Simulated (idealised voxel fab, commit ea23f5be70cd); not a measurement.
The name of this process module is voxel transistor to metal.
The cross-section shown here is cut; it is 180 nm wide and divided into square cells measuring 5 nm on a side.
Cross-sections here: square-cell grids, written as top-down lists of bands, a band being one or more rows of cells.
Top, bottom (nm), then materials left to right with widths (nm); lone material tagged "everywhere" fills the whole band edge to edge; "empty" = empty space.
Heights are reckoned from 0. Under this level, the received wafer is all of one material. The bottommost band is open-ended downward, for example "0 and below".
Width "30->40": first value at the band's top row of cells, second value at its bottom row, equal change from row to row.
"no alterations made" -> step changed no cross-section cell.
Under "Closed empty spaces" you'll find the enclosed gaps, the ones with no way out to the top, that are 8 cells or bigger; each reads width x height at distance, with distance counted from the left edge, everything in nm.
What comes after the settings on a step's line is commentary from the simulator itself on that step.
Each step line may optionally specify "overlay nm", which for a step with a mask gives the rightward distance between the mask's planned place and where it lay, a negative value indicating the leftward direction.
This section lists the process steps that were planned:
1: RECEIVE: material Si
2: CONFORMAL_DEP: material SiO2, thk nm 5
3: CONFORMAL_DEP: material SiN, thk nm 10
4: MASKED_ETCH: tone cover, mask id ACTIVE, width nm 115, etch materials SiN, depth nm 10, overlay nm 0
5: MASKED_ETCH: tone cover, mask id ACTIVE, width nm 115, etch materials SiO2, depth nm 5, overlay nm 0
6: MASKED_ETCH: tone cover, mask id ACTIVE, width nm 115, etch materials Si, depth nm 30, overlay nm 0
7: OXIDIZE: depth nm 5
8: FILL_DEP: material SiO2, thk nm 10
9: CMP: height nm 15
10: SELECTIVE_ETCH: etch materials SiO2, depth nm 5
11: STRIP: etch materials SiN
12: SELECTIVE_ETCH: etch materials SiO2, depth nm 5
13: OXIDIZE: depth nm 5
14: DIRECTIONAL_DEP: material polySi, thk nm 30
15: DIRECTIONAL_DEP: material SiCN, thk nm 15
16: MASKED_ETCH: tone cover, mask id GATE, width nm 25, etch materials SiCN, depth nm 25, overlay nm 0
17: MASKED_ETCH: tone cover, mask id GATE, width nm 25, etch materials polySi, depth nm 40, overlay nm 0
18: CONFORMAL_DEP: material SiO2, thk nm 5
19: DIRECTIONAL_ETCH: etch materials SiO2, depth nm 5
20: CONFORMAL_DEP: material SiN, thk nm 10
21: DIRECTIONAL_ETCH: etch materials SiN, depth nm 10
22: DIRECTIONAL_ETCH: etch materials SiO2, depth nm 5
23: EPI: material SiGe, thk nm 5
24: FILL_DEP: material SiO2, thk nm 5
25: CMP: height nm 45
26: DIRECTIONAL_DEP: material SiO2, thk nm 10
27: PATTERN: tone open, mask id CONTACT, material resist, width nm 35, pitch nm 70, thk nm 15, overlay nm 0
28: DIRECTIONAL_ETCH: etch materials SiO2, depth nm 55
29: STRIP: etch materials resist
30: CONFORMAL_DEP: material TiN, thk nm 5
31: FILL_DEP: material Ru, thk nm 10
32: CMP: height nm 55
33: CONFORMAL_DEP: material SiCN, thk nm 5
34: DIRECTIONAL_DEP: material SiO2, thk nm 25
35: PATTERN: tone open, mask id METAL_1, material resist, width nm 20, pitch nm 85, thk nm 15, overlay nm 0
36: DIRECTIONAL_ETCH: etch materials SiO2, depth nm 25
37: DIRECTIONAL_ETCH: etch materials SiCN, depth nm 5
38: STRIP: etch materials resist
39: CONFORMAL_DEP: material TiN, thk nm 5
40: FILL_DEP: material Ru, thk nm 5
41: CMP: height nm 85
42: CONFORMAL_DEP: material SiCN, thk nm 5
43: DIRECTIONAL_DEP: material lowk, thk nm 30
44: PATTERN: tone open, mask id METAL_2, material resist, width nm 20, pitch nm 85, thk nm 15, overlay nm 0
45: DIRECTIONAL_ETCH: etch materials lowk, depth nm 15
46: STRIP: etch materials resist
47: DIRECTIONAL_DEP: material aC, thk nm 10
48: PATTERN: tone open, mask id METAL_2_HOLES, material resist, width nm 15, pitch nm 85, thk nm 25, overlay nm 0
49: DIRECTIONAL_ETCH: etch materials aC, depth nm 10
50: STRIP: etch materials resist
51: DIRECTIONAL_ETCH: etch materials lowk, depth nm 15
52: DIRECTIONAL_ETCH: etch materials SiCN, depth nm 5
53: STRIP: etch materials aC
54: CONFORMAL_DEP: material TiN, thk nm 5
55: FILL_DEP: material Ru, thk nm 5
56: CMP: height nm 120
57: CONFORMAL_DEP: material SiCN, thk nm 5
Wafer, first of two, run as planned:
As received (post step 1): cross-section:
- 0 and below: Si everywhere
- Closed empty spaces: none
You're looking at a cross-section of the wafer after step 2:
- 5 down to 0: SiO2 everywhere
- Everything under 0 stays put, no change at all.
You're looking at a cross-section of the wafer after step 3:
- 15 down to 5: SiN everywhere
- Everything under 5 stays put, no change at all.
You're looking at a cross-section of the wafer after step 4:
- 15 down to 5: empty 30, SiN 115, empty 35
- Everything under 5 stays put, no change at all.
You're looking at a cross-section of the wafer after step 5:
- 15 down to 5: empty 30, SiN 115, empty 35
- 5 down to 0: empty 30, SiO2 115, empty 35
- Everything under 0 stays put, no change at all.
You're looking at a cross-section of the wafer after step 6:
- 15 down to 5: empty 30, SiN 115, empty 35
- 5 down to 0: empty 30, SiO2 115, empty 35
- 0 down to -30: empty 30, Si 115, empty 35
- Everything under -30 stays put, no change at all.
You're looking at a cross-section of the wafer after step 7:
- 15 down to 5: empty 30, SiN 115, empty 35
- 5 down to 0: empty 30, SiO2 115, empty 35
- 0 down to -30: empty 30, SiO2 5, Si 105, SiO2 5, empty 35
- -30 down to -35: SiO2 35, Si 105, SiO2 40
- Everything under -35 stays put, no change at all.
You're looking at a cross-section of the wafer after step 8:
- 25 down to 15: SiO2 everywhere
- 15 down to 5: SiO2 30, SiN 115, SiO2 35
- 5 down to 0: SiO2 everywhere
- 0 down to -35: SiO2 35, Si 105, SiO2 40
- Everything under -35 stays put, no change at all.
You're looking at a cross-section of the wafer after step 9:
- 15 down to 5: SiO2 30, SiN 115, SiO2 35
- Everything under 5 stays put, no change at all.
You're looking at a cross-section of the wafer after step 10:
- 15 down to 10: empty 30, SiN 115, empty 35
- Everything under 10 stays put, no change at all.
You're looking at a cross-section of the wafer after step 11:
- 10 down to 5: SiO2 30, empty 115, SiO2 35
- Everything under 5 stays put, no change at all.
You're looking at a cross-section of the wafer after step 12:
- 5 down to 0: SiO2 25, empty 125, SiO2 30
- Everything under 0 stays put, no change at all.
You're looking at a cross-section of the wafer after step 13:
- 5 down to 0: SiO2 25, empty 125, SiO2 30
- 0 down to -5: SiO2 everywhere
- Everything under -5 stays put, no change at all.
You're looking at a cross-section of the wafer after step 14:
- 35 down to 30: polySi 25, empty 125, polySi 30
- 30 down to 5: polySi everywhere
- 5 down to 0: SiO2 25, polySi 125, SiO2 30
- Everything under 0 stays put, no change at all.
You're looking at a cross-section of the wafer after step 15:
- 50 down to 45: SiCN 25, empty 125, SiCN 30
- 45 down to 35: SiCN everywhere
- 35 down to 30: polySi 25, SiCN 125, polySi 30
- Everything under 30 stays put, no change at all.
You're looking at a cross-section of the wafer after step 16:
- 45 down to 35: empty 75, SiCN 25, empty 80
- 35 down to 30: polySi 25, empty 50, SiCN 25, empty 50, polySi 30
- Everything under 30 stays put, no change at all.
You're looking at a cross-section of the wafer after step 17:
- 45 down to 30: empty 75, SiCN 25, empty 80
- 30 down to 5: empty 75, polySi 25, empty 80
- 5 down to 0: SiO2 25, empty 50, polySi 25, empty 50, SiO2 30
- Everything under 0 stays put, no change at all.
You're looking at a cross-section of the wafer after step 18:
- 50 down to 45: empty 70, SiO2 35, empty 75
- 45 down to 30: empty 70, SiO2 5, SiCN 25, SiO2 5, empty 75
- 30 down to 10: empty 70, SiO2 5, polySi 25, SiO2 5, empty 75
- 10 down to 5: SiO2 30, empty 40, SiO2 5, polySi 25, SiO2 5, empty 40, SiO2 35
- 5 down to 0: SiO2 75, polySi 25, SiO2 80
- Everything under 0 stays put, no change at all.
You're looking at a cross-section of the wafer after step 19:
- 45 down to 30: empty 70, SiO2 5, SiCN 25, SiO2 5, empty 75
- 30 down to 5: empty 70, SiO2 5, polySi 25, SiO2 5, empty 75
- 5 down to 0: SiO2 30, empty 40, SiO2 5, polySi 25, SiO2 5, empty 40, SiO2 35
- Everything under 0 stays put, no change at all.
You're looking at a cross-section of the wafer after step 20:
- 55 down to 45: empty 60, SiN 55, empty 65
- 45 down to 30: empty 60, SiN 10, SiO2 5, SiCN 25, SiO2 5, SiN 10, empty 65
- 30 down to 15: empty 60, SiN 10, SiO2 5, polySi 25, SiO2 5, SiN 10, empty 65
- 15 down to 10: SiN 40, empty 20, SiN 10, SiO2 5, polySi 25, SiO2 5, SiN 10, empty 20, SiN 45
- 10 down to 5: SiN 70, SiO2 5, polySi 25, SiO2 5, SiN 75
- 5 down to 0: SiO2 30, SiN 40, SiO2 5, polySi 25, SiO2 5, SiN 40, SiO2 35
- Everything under 0 stays put, no change at all.
You're looking at a cross-section of the wafer after step 21:
- 45 down to 30: empty 60, SiN 10, SiO2 5, SiCN 25, SiO2 5, SiN 10, empty 65
- 30 down to 5: empty 60, SiN 10, SiO2 5, polySi 25, SiO2 5, SiN 10, empty 65
- 5 down to 0: SiO2 30, SiN 10, empty 20, SiN 10, SiO2 5, polySi 25, SiO2 5, SiN 10, empty 20, SiN 10, SiO2 35
- Everything under 0 stays put, no change at all.
You're looking at a cross-section of the wafer after step 22:
- 45 down to 40: empty 60, SiN 10, empty 5, SiCN 25, empty 5, SiN 10, empty 65
- 40 down to 30: empty 60, SiN 10, SiO2 5, SiCN 25, SiO2 5, SiN 10, empty 65
- 30 down to 5: empty 60, SiN 10, SiO2 5, polySi 25, SiO2 5, SiN 10, empty 65
- 5 down to 0: empty 30, SiN 10, empty 20, SiN 10, SiO2 5, polySi 25, SiO2 5, SiN 10, empty 20, SiN 10, empty 35
- 0 down to -5: SiO2 40, empty 20, SiO2 55, empty 20, SiO2 45
- Everything under -5 stays put, no change at all.
You're looking at a cross-section of the wafer after step 23:
- 45 down to 40: empty 60, SiN 10, empty 5, SiCN 25, empty 5, SiN 10, empty 65
- 40 down to 30: empty 60, SiN 10, SiO2 5, SiCN 25, SiO2 5, SiN 10, empty 65
- 30 down to 5: empty 60, SiN 10, SiO2 5, polySi 25, SiO2 5, SiN 10, empty 65
- 5 down to 0: empty 30, SiN 10, empty 20, SiN 10, SiO2 5, polySi 25, SiO2 5, SiN 10, empty 20, SiN 10, empty 35
- 0 down to -5: SiO2 40, SiGe 20, SiO2 55, SiGe 20, SiO2 45
- Everything under -5 stays put, no change at all.
You're looking at a cross-section of the wafer after step 24:
- 50 down to 45: SiO2 everywhere
- 45 down to 30: SiO2 60, SiN 10, SiO2 5, SiCN 25, SiO2 5, SiN 10, SiO2 65
- 30 down to 5: SiO2 60, SiN 10, SiO2 5, polySi 25, SiO2 5, SiN 10, SiO2 65
- 5 down to 0: SiO2 30, SiN 10, SiO2 20, SiN 10, SiO2 5, polySi 25, SiO2 5, SiN 10, SiO2 20, SiN 10, SiO2 35
- Everything under 0 stays put, no change at all.
You're looking at a cross-section of the wafer after step 25:
- 45 down to 30: SiO2 60, SiN 10, SiO2 5, SiCN 25, SiO2 5, SiN 10, SiO2 65
- Everything under 30 stays put, no change at all.
You're looking at a cross-section of the wafer after step 26:
- 55 down to 45: SiO2 everywhere
- Everything under 45 stays put, no change at all.
You're looking at a cross-section of the wafer after step 27:
- 70 down to 55: resist 35, empty 35, resist 35, empty 35, resist 40
- Everything under 55 stays put, no change at all.
You're looking at a cross-section of the wafer after step 28:
- 70 down to 55: resist 35, empty 35, resist 35, empty 35, resist 40
- 55 down to 45: SiO2 35, empty 35, SiO2 35, empty 35, SiO2 40
- 45 down to 30: SiO2 35, empty 25, SiN 10, SiO2 5, SiCN 25, SiO2 5, SiN 10, empty 25, SiO2 40
- 30 down to 5: SiO2 35, empty 25, SiN 10, SiO2 5, polySi 25, SiO2 5, SiN 10, empty 25, SiO2 40
- 5 down to 0: SiO2 30, SiN 10, empty 20, SiN 10, SiO2 5, polySi 25, SiO2 5, SiN 10, empty 20, SiN 10, SiO2 35
- Everything under 0 stays put, no change at all.
You're looking at a cross-section of the wafer after step 29:
- 55 down to 45: SiO2 35, empty 35, SiO2 35, empty 35, SiO2 40
- Everything under 45 stays put, no change at all.
You're looking at a cross-section of the wafer after step 30:
- 60 down to 55: TiN 40, empty 25, TiN 45, empty 25, TiN 45
- 55 down to 45: SiO2 35, TiN 5, empty 25->15, TiN 5->15, SiO2 35, TiN 5->15, empty 25->15, TiN 5, SiO2 40
- 45 down to 30: SiO2 35, TiN 5, empty 15, TiN 5, SiN 10, SiO2 5, SiCN 25, SiO2 5, SiN 10, TiN 5, empty 15, TiN 5, SiO2 40
- 30 down to 10: SiO2 35, TiN 5, empty 15, TiN 5, SiN 10, SiO2 5, polySi 25, SiO2 5, SiN 10, TiN 5, empty 15, TiN 5, SiO2 40
- 10 down to 5: SiO2 35, TiN 10, empty 10, TiN 5, SiN 10, SiO2 5, polySi 25, SiO2 5, SiN 10, TiN 5, empty 10, TiN 10, SiO2 40
- 5 down to 0: SiO2 30, SiN 10, TiN 20, SiN 10, SiO2 5, polySi 25, SiO2 5, SiN 10, TiN 20, SiN 10, SiO2 35
- Everything under 0 stays put, no change at all.
You're looking at a cross-section of the wafer after step 31:
- 70 down to 60: Ru everywhere
- 60 down to 55: TiN 40, Ru 25, TiN 45, Ru 25, TiN 45
- 55 down to 45: SiO2 35, TiN 5, Ru 25->15, TiN 5->15, SiO2 35, TiN 5->15, Ru 25->15, TiN 5, SiO2 40
- 45 down to 30: SiO2 35, TiN 5, Ru 15, TiN 5, SiN 10, SiO2 5, SiCN 25, SiO2 5, SiN 10, TiN 5, Ru 15, TiN 5, SiO2 40
- 30 down to 10: SiO2 35, TiN 5, Ru 15, TiN 5, SiN 10, SiO2 5, polySi 25, SiO2 5, SiN 10, TiN 5, Ru 15, TiN 5, SiO2 40
- 10 down to 5: SiO2 35, TiN 10, Ru 10, TiN 5, SiN 10, SiO2 5, polySi 25, SiO2 5, SiN 10, TiN 5, Ru 10, TiN 10, SiO2 40
- Everything under 5 stays put, no change at all.
You're looking at a cross-section of the wafer after step 32:
- 55 down to 45: SiO2 35, TiN 5, Ru 25->15, TiN 5->15, SiO2 35, TiN 5->15, Ru 25->15, TiN 5, SiO2 40
- Everything under 45 stays put, no change at all.
You're looking at a cross-section of the wafer after step 33:
- 60 down to 55: SiCN everywhere
- Everything under 55 stays put, no change at all.
You're looking at a cross-section of the wafer after step 34:
- 85 down to 60: SiO2 everywhere
- Everything under 60 stays put, no change at all.
You're looking at a cross-section of the wafer after step 35:
- 100 down to 85: resist 35, empty 20, resist 65, empty 20, resist 40
- Everything under 85 stays put, no change at all.
You're looking at a cross-section of the wafer after step 36:
- 100 down to 85: resist 35, empty 20, resist 65, empty 20, resist 40
- 85 down to 60: SiO2 35, empty 20, SiO2 65, empty 20, SiO2 40
- Everything under 60 stays put, no change at all.
You're looking at a cross-section of the wafer after step 37:
- 100 down to 85: resist 35, empty 20, resist 65, empty 20, resist 40
- 85 down to 60: SiO2 35, empty 20, SiO2 65, empty 20, SiO2 40
- 60 down to 55: SiCN 35, empty 20, SiCN 65, empty 20, SiCN 40
- Everything under 55 stays put, no change at all.
You're looking at a cross-section of the wafer after step 38:
- 85 down to 60: SiO2 35, empty 20, SiO2 65, empty 20, SiO2 40
- Everything under 60 stays put, no change at all.
You're looking at a cross-section of the wafer after step 39:
- 90 down to 85: TiN 40, empty 10, TiN 75, empty 10, TiN 45
- 85 down to 60: SiO2 35, TiN 5, empty 10, TiN 5, SiO2 65, TiN 5, empty 10, TiN 5, SiO2 40
- 60 down to 55: SiCN 35, TiN 20, SiCN 65, TiN 20, SiCN 40
- Everything under 55 stays put, no change at all.
You're looking at a cross-section of the wafer after step 40:
- 95 down to 90: Ru everywhere
- 90 down to 85: TiN 40, Ru 10, TiN 75, Ru 10, TiN 45
- 85 down to 60: SiO2 35, TiN 5, Ru 10, TiN 5, SiO2 65, TiN 5, Ru 10, TiN 5, SiO2 40
- Everything under 60 stays put, no change at all.
You're looking at a cross-section of the wafer after step 41:
- 85 down to 60: SiO2 35, TiN 5, Ru 10, TiN 5, SiO2 65, TiN 5, Ru 10, TiN 5, SiO2 40
- Everything under 60 stays put, no change at all.
You're looking at a cross-section of the wafer after step 42:
- 90 down to 85: SiCN everywhere
- Everything under 85 stays put, no change at all.
You're looking at a cross-section of the wafer after step 43:
- 120 down to 90: lowk everywhere
- Everything under 90 stays put, no change at all.
You're looking at a cross-section of the wafer after step 44:
- 135 down to 120: resist 35, empty 20, resist 65, empty 20, resist 40
- Everything under 120 stays put, no change at all.
You're looking at a cross-section of the wafer after step 45:
- 135 down to 120: resist 35, empty 20, resist 65, empty 20, resist 40
- 120 down to 105: lowk 35, empty 20, lowk 65, empty 20, lowk 40
- Everything under 105 stays put, no change at all.
You're looking at a cross-section of the wafer after step 46:
- 120 down to 105: lowk 35, empty 20, lowk 65, empty 20, lowk 40
- Everything under 105 stays put, no change at all.
You're looking at a cross-section of the wafer after step 47:
- 130 down to 120: aC 35, empty 20, aC 65, empty 20, aC 40
- 120 down to 115: lowk 35, empty 20, lowk 65, empty 20, lowk 40
- 115 down to 105: lowk 35, aC 20, lowk 65, aC 20, lowk 40
- Everything under 105 stays put, no change at all.
You're looking at a cross-section of the wafer after step 48:
- 155 down to 130: resist 35, empty 15, resist 70, empty 15, resist 45
- 130 down to 120: aC 35, empty 15, resist 5, aC 65, empty 15, resist 5, aC 40
- 120 down to 115: lowk 35, empty 15, resist 5, lowk 65, empty 15, resist 5, lowk 40
- Everything under 115 stays put, no change at all.
You're looking at a cross-section of the wafer after step 49:
- 145 down to 130: resist 35, empty 15, resist 70, empty 15, resist 45
- 130 down to 120: aC 35, empty 15, resist 5, aC 65, empty 15, resist 5, aC 40
- 120 down to 115: lowk 35, empty 15, resist 5, lowk 65, empty 15, resist 5, lowk 40
- 115 down to 105: lowk 35, empty 15, aC 5, lowk 65, empty 15, aC 5, lowk 40
- Everything under 105 stays put, no change at all.
You're looking at a cross-section of the wafer after step 50:
- 130 down to 120: aC 35, empty 20, aC 65, empty 20, aC 40
- 120 down to 115: lowk 35, empty 20, lowk 65, empty 20, lowk 40
- Everything under 115 stays put, no change at all.
You're looking at a cross-section of the wafer after step 51:
- 130 down to 120: aC 35, empty 20, aC 65, empty 20, aC 40
- 120 down to 115: lowk 35, empty 20, lowk 65, empty 20, lowk 40
- 115 down to 105: lowk 35, empty 15, aC 5, lowk 65, empty 15, aC 5, lowk 40
- 105 down to 90: lowk 35, empty 15, lowk 70, empty 15, lowk 45
- Everything under 90 stays put, no change at all.
You're looking at a cross-section of the wafer after step 52:
- 130 down to 120: aC 35, empty 20, aC 65, empty 20, aC 40
- 120 down to 115: lowk 35, empty 20, lowk 65, empty 20, lowk 40
- 115 down to 105: lowk 35, empty 15, aC 5, lowk 65, empty 15, aC 5, lowk 40
- 105 down to 90: lowk 35, empty 15, lowk 70, empty 15, lowk 45
- 90 down to 85: SiCN 35, empty 15, SiCN 70, empty 15, SiCN 45
- Everything under 85 stays put, no change at all.
You're looking at a cross-section of the wafer after step 53:
- 120 down to 105: lowk 35, empty 20, lowk 65, empty 20, lowk 40
- Everything under 105 stays put, no change at all.
You're looking at a cross-section of the wafer after step 54:
- 125 down to 120: TiN 40, empty 10, TiN 75, empty 10, TiN 45
- 120 down to 110: lowk 35, TiN 5, empty 10, TiN 5, lowk 65, TiN 5, empty 10, TiN 5, lowk 40
- 110 down to 105: lowk 35, TiN 5, empty 5, TiN 10, lowk 65, TiN 5, empty 5, TiN 10, lowk 40
- 105 down to 90: lowk 35, TiN 5, empty 5, TiN 5, lowk 70, TiN 5, empty 5, TiN 5, lowk 45
- 90 down to 85: SiCN 35, TiN 15, SiCN 70, TiN 15, SiCN 45
- Everything under 85 stays put, no change at all.
You're looking at a cross-section of the wafer after step 55:
- 130 down to 125: Ru everywhere
- 125 down to 120: TiN 40, Ru 10, TiN 75, Ru 10, TiN 45
- 120 down to 110: lowk 35, TiN 5, Ru 10, TiN 5, lowk 65, TiN 5, Ru 10, TiN 5, lowk 40
- 110 down to 105: lowk 35, TiN 5, Ru 5, TiN 10, lowk 65, TiN 5, Ru 5, TiN 10, lowk 40
- 105 down to 90: lowk 35, TiN 5, Ru 5, TiN 5, lowk 70, TiN 5, Ru 5, TiN 5, lowk 45
- Everything under 90 stays put, no change at all.
You're looking at a cross-section of the wafer after step 56:
- 120 down to 110: lowk 35, TiN 5, Ru 10, TiN 5, lowk 65, TiN 5, Ru 10, TiN 5, lowk 40
- Everything under 110 stays put, no change at all.
You're looking at a cross-section of the wafer after step 57:
- 125 down to 120: SiCN everywhere
- Everything under 120 stays put, no change at all.
Now the other wafer: same start, same recipe, but we messed up one thing when running it. Up to and including step 26 it's the same as the first one:
What the second wafer looks like in cross-section when step 27 should have wrapped up:
- 70 down to 55: resist 40, empty 25, resist 45, empty 25, resist 45
- Everything under 55 stays put, no change at all.
What the second wafer looks like in cross-section when step 28 should have wrapped up:
- 70 down to 55: resist 40, empty 25, resist 45, empty 25, resist 45
- 55 down to 45: SiO2 40, empty 25, SiO2 45, empty 25, SiO2 45
- 45 down to 30: SiO2 40, empty 20, SiN 10, SiO2 5, SiCN 25, SiO2 5, SiN 10, empty 20, SiO2 45
- 30 down to 5: SiO2 40, empty 20, SiN 10, SiO2 5, polySi 25, SiO2 5, SiN 10, empty 20, SiO2 45
- 5 down to 0: SiO2 30, SiN 10, empty 20, SiN 10, SiO2 5, polySi 25, SiO2 5, SiN 10, empty 20, SiN 10, SiO2 35
- Everything under 0 stays put, no change at all.
What the second wafer looks like in cross-section when step 29 should have wrapped up:
- 55 down to 45: SiO2 40, empty 25, SiO2 45, empty 25, SiO2 45
- Everything under 45 stays put, no change at all.
What the second wafer looks like in cross-section when step 30 should have wrapped up:
- 60 down to 55: TiN 45, empty 15, TiN 55, empty 15, TiN 50
- 55 down to 45: SiO2 40, TiN 5, empty 15->10, TiN 5->10, SiO2 45, TiN 5->10, empty 15->10, TiN 5, SiO2 45
- 45 down to 30: SiO2 40, TiN 5, empty 10, TiN 5, SiN 10, SiO2 5, SiCN 25, SiO2 5, SiN 10, TiN 5, empty 10, TiN 5, SiO2 45
- 30 down to 5: SiO2 40, TiN 5, empty 10, TiN 5, SiN 10, SiO2 5, polySi 25, SiO2 5, SiN 10, TiN 5, empty 10, TiN 5, SiO2 45
- 5 down to 0: SiO2 30, SiN 10, TiN 20, SiN 10, SiO2 5, polySi 25, SiO2 5, SiN 10, TiN 20, SiN 10, SiO2 35
- Everything under 0 stays put, no change at all.
What the second wafer looks like in cross-section when step 31 should have wrapped up:
- 70 down to 60: Ru everywhere
- 60 down to 55: TiN 45, Ru 15, TiN 55, Ru 15, TiN 50
- 55 down to 45: SiO2 40, TiN 5, Ru 15->10, TiN 5->10, SiO2 45, TiN 5->10, Ru 15->10, TiN 5, SiO2 45
- 45 down to 30: SiO2 40, TiN 5, Ru 10, TiN 5, SiN 10, SiO2 5, SiCN 25, SiO2 5, SiN 10, TiN 5, Ru 10, TiN 5, SiO2 45
- 30 down to 5: SiO2 40, TiN 5, Ru 10, TiN 5, SiN 10, SiO2 5, polySi 25, SiO2 5, SiN 10, TiN 5, Ru 10, TiN 5, SiO2 45
- Everything under 5 stays put, no change at all.
What the second wafer looks like in cross-section when step 32 should have wrapped up:
- 55 down to 45: SiO2 40, TiN 5, Ru 15->10, TiN 5->10, SiO2 45, TiN 5->10, Ru 15->10, TiN 5, SiO2 45
- Everything under 45 stays put, no change at all.
What the second wafer looks like in cross-section when step 33 should have wrapped up:
- 60 down to 55: SiCN everywhere
- Everything under 55 stays put, no change at all.
What the second wafer looks like in cross-section when step 34 should have wrapped up:
- 85 down to 60: SiO2 everywhere
- Everything under 60 stays put, no change at all.
What the second wafer looks like in cross-section when step 35 should have wrapped up:
- 100 down to 85: resist 35, empty 20, resist 65, empty 20, resist 40
- Everything under 85 stays put, no change at all.
What the second wafer looks like in cross-section when step 36 should have wrapped up:
- 100 down to 85: resist 35, empty 20, resist 65, empty 20, resist 40
- 85 down to 60: SiO2 35, empty 20, SiO2 65, empty 20, SiO2 40
- Everything under 60 stays put, no change at all.
What the second wafer looks like in cross-section when step 37 should have wrapped up:
- 100 down to 85: resist 35, empty 20, resist 65, empty 20, resist 40
- 85 down to 60: SiO2 35, empty 20, SiO2 65, empty 20, SiO2 40
- 60 down to 55: SiCN 35, empty 20, SiCN 65, empty 20, SiCN 40
- Everything under 55 stays put, no change at all.
What the second wafer looks like in cross-section when step 38 should have wrapped up:
- 85 down to 60: SiO2 35, empty 20, SiO2 65, empty 20, SiO2 40
- Everything under 60 stays put, no change at all.
What the second wafer looks like in cross-section when step 39 should have wrapped up:
- 90 down to 85: TiN 40, empty 10, TiN 75, empty 10, TiN 45
- 85 down to 60: SiO2 35, TiN 5, empty 10, TiN 5, SiO2 65, TiN 5, empty 10, TiN 5, SiO2 40
- 60 down to 55: SiCN 35, TiN 20, SiCN 65, TiN 20, SiCN 40
- Everything under 55 stays put, no change at all.
What the second wafer looks like in cross-section when step 40 should have wrapped up:
- 95 down to 90: Ru everywhere
- 90 down to 85: TiN 40, Ru 10, TiN 75, Ru 10, TiN 45
- 85 down to 60: SiO2 35, TiN 5, Ru 10, TiN 5, SiO2 65, TiN 5, Ru 10, TiN 5, SiO2 40
- Everything under 60 stays put, no change at all.
What the second wafer looks like in cross-section when step 41 should have wrapped up:
- 85 down to 60: SiO2 35, TiN 5, Ru 10, TiN 5, SiO2 65, TiN 5, Ru 10, TiN 5, SiO2 40
- Everything under 60 stays put, no change at all.
What the second wafer looks like in cross-section when step 42 should have wrapped up:
- 90 down to 85: SiCN everywhere
- Everything under 85 stays put, no change at all.
What the second wafer looks like in cross-section when step 43 should have wrapped up:
- 120 down to 90: lowk everywhere
- Everything under 90 stays put, no change at all.
What the second wafer looks like in cross-section when step 44 should have wrapped up:
- 135 down to 120: resist 35, empty 20, resist 65, empty 20, resist 40
- Everything under 120 stays put, no change at all.
What the second wafer looks like in cross-section when step 45 should have wrapped up:
- 135 down to 120: resist 35, empty 20, resist 65, empty 20, resist 40
- 120 down to 105: lowk 35, empty 20, lowk 65, empty 20, lowk 40
- Everything under 105 stays put, no change at all.
What the second wafer looks like in cross-section when step 46 should have wrapped up:
- 120 down to 105: lowk 35, empty 20, lowk 65, empty 20, lowk 40
- Everything under 105 stays put, no change at all.
What the second wafer looks like in cross-section when step 47 should have wrapped up:
- 130 down to 120: aC 35, empty 20, aC 65, empty 20, aC 40
- 120 down to 115: lowk 35, empty 20, lowk 65, empty 20, lowk 40
- 115 down to 105: lowk 35, aC 20, lowk 65, aC 20, lowk 40
- Everything under 105 stays put, no change at all.
What the second wafer looks like in cross-section when step 48 should have wrapped up:
- 155 down to 130: resist 35, empty 15, resist 70, empty 15, resist 45
- 130 down to 120: aC 35, empty 15, resist 5, aC 65, empty 15, resist 5, aC 40
- 120 down to 115: lowk 35, empty 15, resist 5, lowk 65, empty 15, resist 5, lowk 40
- Everything under 115 stays put, no change at all.
What the second wafer looks like in cross-section when step 49 should have wrapped up:
- 145 down to 130: resist 35, empty 15, resist 70, empty 15, resist 45
- 130 down to 120: aC 35, empty 15, resist 5, aC 65, empty 15, resist 5, aC 40
- 120 down to 115: lowk 35, empty 15, resist 5, lowk 65, empty 15, resist 5, lowk 40
- 115 down to 105: lowk 35, empty 15, aC 5, lowk 65, empty 15, aC 5, lowk 40
- Everything under 105 stays put, no change at all.
What the second wafer looks like in cross-section when step 50 should have wrapped up:
- 130 down to 120: aC 35, empty 20, aC 65, empty 20, aC 40
- 120 down to 115: lowk 35, empty 20, lowk 65, empty 20, lowk 40
- Everything under 115 stays put, no change at all.
What the second wafer looks like in cross-section when step 51 should have wrapped up:
- 130 down to 120: aC 35, empty 20, aC 65, empty 20, aC 40
- 120 down to 115: lowk 35, empty 20, lowk 65, empty 20, lowk 40
- 115 down to 105: lowk 35, empty 15, aC 5, lowk 65, empty 15, aC 5, lowk 40
- 105 down to 90: lowk 35, empty 15, lowk 70, empty 15, lowk 45
- Everything under 90 stays put, no change at all.
What the second wafer looks like in cross-section when step 52 should have wrapped up:
- 130 down to 120: aC 35, empty 20, aC 65, empty 20, aC 40
- 120 down to 115: lowk 35, empty 20, lowk 65, empty 20, lowk 40
- 115 down to 105: lowk 35, empty 15, aC 5, lowk 65, empty 15, aC 5, lowk 40
- 105 down to 90: lowk 35, empty 15, lowk 70, empty 15, lowk 45
- 90 down to 85: SiCN 35, empty 15, SiCN 70, empty 15, SiCN 45
- Everything under 85 stays put, no change at all.
What the second wafer looks like in cross-section when step 53 should have wrapped up:
- 120 down to 105: lowk 35, empty 20, lowk 65, empty 20, lowk 40
- Everything under 105 stays put, no change at all.
What the second wafer looks like in cross-section when step 54 should have wrapped up:
- 125 down to 120: TiN 40, empty 10, TiN 75, empty 10, TiN 45
- 120 down to 110: lowk 35, TiN 5, empty 10, TiN 5, lowk 65, TiN 5, empty 10, TiN 5, lowk 40
- 110 down to 105: lowk 35, TiN 5, empty 5, TiN 10, lowk 65, TiN 5, empty 5, TiN 10, lowk 40
- 105 down to 90: lowk 35, TiN 5, empty 5, TiN 5, lowk 70, TiN 5, empty 5, TiN 5, lowk 45
- 90 down to 85: SiCN 35, TiN 15, SiCN 70, TiN 15, SiCN 45
- Everything under 85 stays put, no change at all.
What the second wafer looks like in cross-section when step 55 should have wrapped up:
- 130 down to 125: Ru everywhere
- 125 down to 120: TiN 40, Ru 10, TiN 75, Ru 10, TiN 45
- 120 down to 110: lowk 35, TiN 5, Ru 10, TiN 5, lowk 65, TiN 5, Ru 10, TiN 5, lowk 40
- 110 down to 105: lowk 35, TiN 5, Ru 5, TiN 10, lowk 65, TiN 5, Ru 5, TiN 10, lowk 40
- 105 down to 90: lowk 35, TiN 5, Ru 5, TiN 5, lowk 70, TiN 5, Ru 5, TiN 5, lowk 45
- Everything under 90 stays put, no change at all.
What the second wafer looks like in cross-section when step 56 should have wrapped up:
- 120 down to 110: lowk 35, TiN 5, Ru 10, TiN 5, lowk 65, TiN 5, Ru 10, TiN 5, lowk 40
- Everything under 110 stays put, no change at all.
What the second wafer looks like in cross-section when step 57 should have wrapped up:
- 125 down to 120: SiCN everywhere
- Everything under 120 stays put, no change at all.
The plan and the run diverged here: step 27, actual vs plan mismatch, actual run PATTERN: tone open, mask id CONTACT, material resist, width nm 25, pitch nm 70, thk nm 15, overlay nm 0
It is noted that, at the conclusion of processing, the second wafer exhibits a higher or lower cell count for certain materials relative to the first: Ru -20, SiO2 +24, TiN -4
